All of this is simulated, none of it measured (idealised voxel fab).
Process module, titled voxel gate over fins
Section shown: cut. Width: 230 nm. Cell size: 5 nm, square.
A cross-section is written here as square cells arranged in a grid, and it is given in bands from the top down, each band taking up one or more rows of cells. Band: top and bottom heights (nm) first, top before bottom; then materials from left to right, widths in nm. "everywhere" marks a sole material filling the band edge to edge. "air" denotes empty space. Convention: height 0 is the level below which the wafer, as received, is all one material. The lowest band does not terminate at the bottom but continues downward, represented as "0 nm and below". A width given as "30..40" starts at the first number in the band's top row and ends at the second number in its bottom row, shifting by an equal amount at every step from row to row. Take "remained unchanged" at face value: in the step it is given for, the cross-section changed in none of its cells. "Trapped void list": empty spaces of 8 cells or more with no open way to the top, each given as width x height at distance, distance from the left edge, all in nm. after a step's settings: what the simulator itself notes on the step. Steps that use a mask can have "overlay nm" on their line. It says how far the mask sat to the right of where it was meant to be. Negative means to the left.
Steps planned for the process:
1. RECEIVE | material Si
2. CONFORMAL_DEP | material SiN | thk nm 5
3. MASKED_ETCH | tone cover | mask id FINS | width nm 15 | pitch nm 45 | etch materials SiN | depth nm 5 | overlay nm 0
4. MASKED_ETCH | tone cover | mask id FINS | width nm 15 | pitch nm 45 | etch materials Si | depth nm 40 | overlay nm 0
5. FILL_DEP | material SiO2 | thk nm 5
6. CMP | height nm 5
7. SELECTIVE_ETCH | etch materials SiO2 | depth nm 15
8. STRIP | etch materials SiN
9. CONFORMAL_DEP | material HfO2 | thk nm 5
10. CONFORMAL_DEP | material TiN | thk nm 5
11. FILL_DEP | material W | thk nm 10
12. CMP | height nm 15
13. CONFORMAL_DEP | material SiCN | thk nm 5
The first of two wafers, run as planned:
Incoming wafer in cross-section (state: after step 1):
> 0 nm and below: Si everywhere
> Trapped void list: none
So this is the wafer cross-section right after step 2:
> 5 nm to 0 nm: SiN everywhere
> Below 0, the layers are the same as they were.
So this is the wafer cross-section right after step 3:
> 5 nm to 0 nm: 85 of air / 15 of SiN / 30 of air / 15 of SiN / 85 of air
> Below 0, the layers are the same as they were.
So this is the wafer cross-section right after step 4:
> 5 nm to 0 nm: 85 of air / 15 of SiN / 30 of air / 15 of SiN / 85 of air
> 0 nm to -40 nm: 85 of air / 15 of Si / 30 of air / 15 of Si / 85 of air
> Below -40, the layers are the same as they were.
So this is the wafer cross-section right after step 5:
> 10 nm to 5 nm: SiO2 everywhere
> 5 nm to 0 nm: 85 of SiO2 / 15 of SiN / 30 of SiO2 / 15 of SiN / 85 of SiO2
> 0 nm to -40 nm: 85 of SiO2 / 15 of Si / 30 of SiO2 / 15 of Si / 85 of SiO2
> Below -40, the layers are the same as they were.
So this is the wafer cross-section right after step 6:
> 5 nm to 0 nm: 85 of SiO2 / 15 of SiN / 30 of SiO2 / 15 of SiN / 85 of SiO2
> Below 0, the layers are the same as they were.
So this is the wafer cross-section right after step 7:
> 5 nm to 0 nm: 85 of air / 15 of SiN / 30 of air / 15 of SiN / 85 of air
> 0 nm to -10 nm: 85 of air / 15 of Si / 30 of air / 15 of Si / 85 of air
> Below -10, the layers are the same as they were.
So this is the wafer cross-section right after step 8:
> 0 nm to -10 nm: 85 of air / 15 of Si / 30 of air / 15 of Si / 85 of air
> Below -10, the layers are the same as they were.
So this is the wafer cross-section right after step 9:
> 5 nm to 0 nm: 80 of air / 25 of HfO2 / 20 of air / 25 of HfO2 / 80 of air
> 0 nm to -5 nm: 80 of air / 5 of HfO2 / 15 of Si / 5 of HfO2 / 20 of air / 5 of HfO2 / 15 of Si / 5 of HfO2 / 80 of air
> -5 nm to -10 nm: 85 of HfO2 / 15 of Si / 30 of HfO2 / 15 of Si / 85 of HfO2
> Below -10, the layers are the same as they were.
So this is the wafer cross-section right after step 10:
> 10 nm to 5 nm: 75 of air / 35 of TiN / 10 of air / 35 of TiN / 75 of air
> 5 nm to 0 nm: 75 of air / 5 of TiN / 25 of HfO2 / 5 of TiN / 10 of air / 5 of TiN / 25 of HfO2 / 5 of TiN / 75 of air
> 0 nm to -5 nm: 80 of TiN / 5 of HfO2 / 15 of Si / 5 of HfO2 / 20 of TiN / 5 of HfO2 / 15 of Si / 5 of HfO2 / 80 of TiN
> Below -5, the layers are the same as they were.
So this is the wafer cross-section right after step 11:
> 20 nm to 10 nm: W everywhere
> 10 nm to 5 nm: 75 of W / 35 of TiN / 10 of W / 35 of TiN / 75 of W
> 5 nm to 0 nm: 75 of W / 5 of TiN / 25 of HfO2 / 5 of TiN / 10 of W / 5 of TiN / 25 of HfO2 / 5 of TiN / 75 of W
> Below 0, the layers are the same as they were.
So this is the wafer cross-section right after step 12:
> 15 nm to 10 nm: W everywhere
> Below 10, the layers are the same as they were.
So this is the wafer cross-section right after step 13:
> 20 nm to 15 nm: SiCN everywhere
> Below 15, the layers are the same as they were.
Wafer two: like wafer one in start and plan, but with one mistake in execution; identical up to and including step 8:
Planned end of step 9: second wafer, cross-section:
> 5 nm to 0 nm: 80 of air / 25 of TiN / 20 of air / 25 of TiN / 80 of air
> 0 nm to -5 nm: 80 of air / 5 of TiN / 15 of Si / 5 of TiN / 20 of air / 5 of TiN / 15 of Si / 5 of TiN / 80 of air
> -5 nm to -10 nm: 85 of TiN / 15 of Si / 30 of TiN / 15 of Si / 85 of TiN
> Below -10, the layers are the same as they were.
Planned end of step 10: second wafer, cross-section:
> 10 nm to 5 nm: 75 of air / 35 of HfO2 / 10 of air / 35 of HfO2 / 75 of air
> 5 nm to 0 nm: 75 of air / 5 of HfO2 / 25 of TiN / 5 of HfO2 / 10 of air / 5 of HfO2 / 25 of TiN / 5 of HfO2 / 75 of air
> 0 nm to -5 nm: 80 of HfO2 / 5 of TiN / 15 of Si / 5 of TiN / 20 of HfO2 / 5 of TiN / 15 of Si / 5 of TiN / 80 of HfO2
> Below -5, the layers are the same as they were.
Planned end of step 11: second wafer, cross-section:
> 20 nm to 10 nm: W everywhere
> 10 nm to 5 nm: 75 of W / 35 of HfO2 / 10 of W / 35 of HfO2 / 75 of W
> 5 nm to 0 nm: 75 of W / 5 of HfO2 / 25 of TiN / 5 of HfO2 / 10 of W / 5 of HfO2 / 25 of TiN / 5 of HfO2 / 75 of W
> Below 0, the layers are the same as they were.
Planned end of step 12: second wafer, cross-section:
> 15 nm to 10 nm: W everywhere
> Below 10, the layers are the same as they were.
Planned end of step 13: second wafer, cross-section:
> 20 nm to 15 nm: SiCN everywhere
> Below 15, the layers are the same as they were.
In executing the process, a mistake was made relative to the plan: steps 9 and 10 swapped
When the process is done, the second wafer contains the same cell count of every material as the first wafer, but distributed over other locations.
